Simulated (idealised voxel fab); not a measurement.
Process module, titled voxel capacitor over wiring
Xsec cut, 285 nm wide, square cell size 5 nm.
Throughout this document, each cross-section is represented as a grid of square cells and is presented as a sequence of bands enumerated from the top downward, where a band comprises one or more rows of cells. Within each band entry, the heights of the top and of the bottom of the band appear first, in that order and in nm; the materials of the band then follow from left to right, each with its corresponding width in nm. The designation "everywhere" on a single material indicates that it fills the band from edge to edge; the designation "blank" indicates empty space. Heights are measured from 0, the level below which the as-received wafer is all one material; the lowest band has no bottom and continues downward, written as in "top 0, no bottom". A width given as "30..40" starts at the first number in the band's top row and ends at the second number in its bottom row, shifting by an equal amount at every step from row to row. "remained the same" means the step left every cell of the cross-section as it was. Heads up: "Completely sealed voids" only lists the empty pockets with no open path to the top that are 8 cells or more, and it writes them as width x height at distance, distance from the left edge, in nm. Text after the settings on a step's line: the simulator's own remark on that step. The setting "overlay nm" may be written on the line of a step. When the step uses a mask, the value reports how far to the right of the planned place the mask lay, and a negative value reports that it lay to the left.
# Here's what the planned process steps look like
1: RECEIVE: material Si
2: CONFORMAL_DEP: material SiO2, thk nm 15
3: CONFORMAL_DEP: material SiN, thk nm 5
4: DIRECTIONAL_DEP: material SiO2, thk nm 20
5: MASKED_ETCH: tone open, mask id METAL_1, width nm 25, pitch nm 80, etch materials SiO2, depth nm 20, overlay nm 0
6: MASKED_ETCH: tone open, mask id METAL_1, width nm 25, pitch nm 80, etch materials SiN, depth nm 5, overlay nm 0
7: CONFORMAL_DEP: material TiN, thk nm 5
8: FILL_DEP: material W, thk nm 5
9: CMP: height nm 40
10: CONFORMAL_DEP: material SiCN, thk nm 5
11: DIRECTIONAL_DEP: material SiO2, thk nm 20
12: PATTERN: tone open, mask id PLUG_1, material resist, width nm 15, thk nm 20, overlay nm 0
13: DIRECTIONAL_ETCH: etch materials SiO2, depth nm 20
14: DIRECTIONAL_ETCH: etch materials SiCN, depth nm 5
15: STRIP: etch materials resist
16: CONFORMAL_DEP: material TiN, thk nm 5
17: FILL_DEP: material Ru, thk nm 10
18: CMP: height nm 65
19: DIRECTIONAL_DEP: material TiN, thk nm 5
20: DIRECTIONAL_DEP: material HfO2, thk nm 5
21: DIRECTIONAL_DEP: material TiN, thk nm 5
22: DIRECTIONAL_DEP: material aC, thk nm 15
23: PATTERN: tone cover, mask id UPPER_PLATE, material resist, width nm 60, thk nm 35, overlay nm 0
24: DIRECTIONAL_ETCH: etch materials aC, depth nm 15
25: STRIP: etch materials resist
26: DIRECTIONAL_ETCH: etch materials TiN, depth nm 5
27: DIRECTIONAL_ETCH: etch materials HfO2, depth nm 5
28: STRIP: etch materials aC
29: DIRECTIONAL_DEP: material aC, thk nm 15
30: PATTERN: tone cover, mask id LOWER_PLATE, material resist, width nm 70, thk nm 30, overlay nm 0
31: DIRECTIONAL_ETCH: etch materials aC, depth nm 15
32: STRIP: etch materials resist
33: DIRECTIONAL_ETCH: etch materials TiN, depth nm 5
34: STRIP: etch materials aC
35: FILL_DEP: material SiO2, thk nm 20
36: CMP: height nm 95
37: PATTERN: tone open, mask id PLUG_2, material resist, width nm 15, thk nm 20, overlay nm 0
38: DIRECTIONAL_ETCH: etch materials SiO2, depth nm 15
39: STRIP: etch materials resist
40: CONFORMAL_DEP: material TiN, thk nm 5
41: FILL_DEP: material Cu, thk nm 10
42: CMP: height nm 95
43: CONFORMAL_DEP: material SiN, thk nm 5
# The cross-section here shows the wafer as received, i.e. in its state after step 1
- top 0, no bottom | Si everywhere
- Completely sealed voids: none
# Starting wafer: above. Plan: above. Run: one mistake. Cross-section after the module: below
- top 100, bottom 95 | SiN everywhere
- top 95, bottom 85 | SiO2: 110  TiN: 5  Cu: 5  TiN: 5  SiO2: 160
- top 85, bottom 75 | SiO2: 110..100  TiN: 15..60  SiO2: 160..125
- top 75, bottom 70 | SiO2: 95  TiN: 70  SiO2: 120
- top 70, bottom 65 | HfO2 everywhere
- top 65, bottom 45 | SiO2: 100  TiN: 5  Ru: 5  TiN: 5  SiO2: 170
- top 45, bottom 40 | SiCN: 100  TiN: 15  SiCN: 170
- top 40, bottom 20 | SiO2: 90  TiN: 5  W: 15  TiN: 5  SiO2: 55  TiN: 5  W: 15  TiN: 5  SiO2: 90
- top 20, bottom 15 | SiN: 90  TiN: 25  SiN: 55  TiN: 25  SiN: 90
- top 15, bottom 0 | SiO2 everywhere
- top 0, no bottom | Si everywhere
- Completely sealed voids: none
Run error: order of steps 19 and 20 inverted relative to the plan
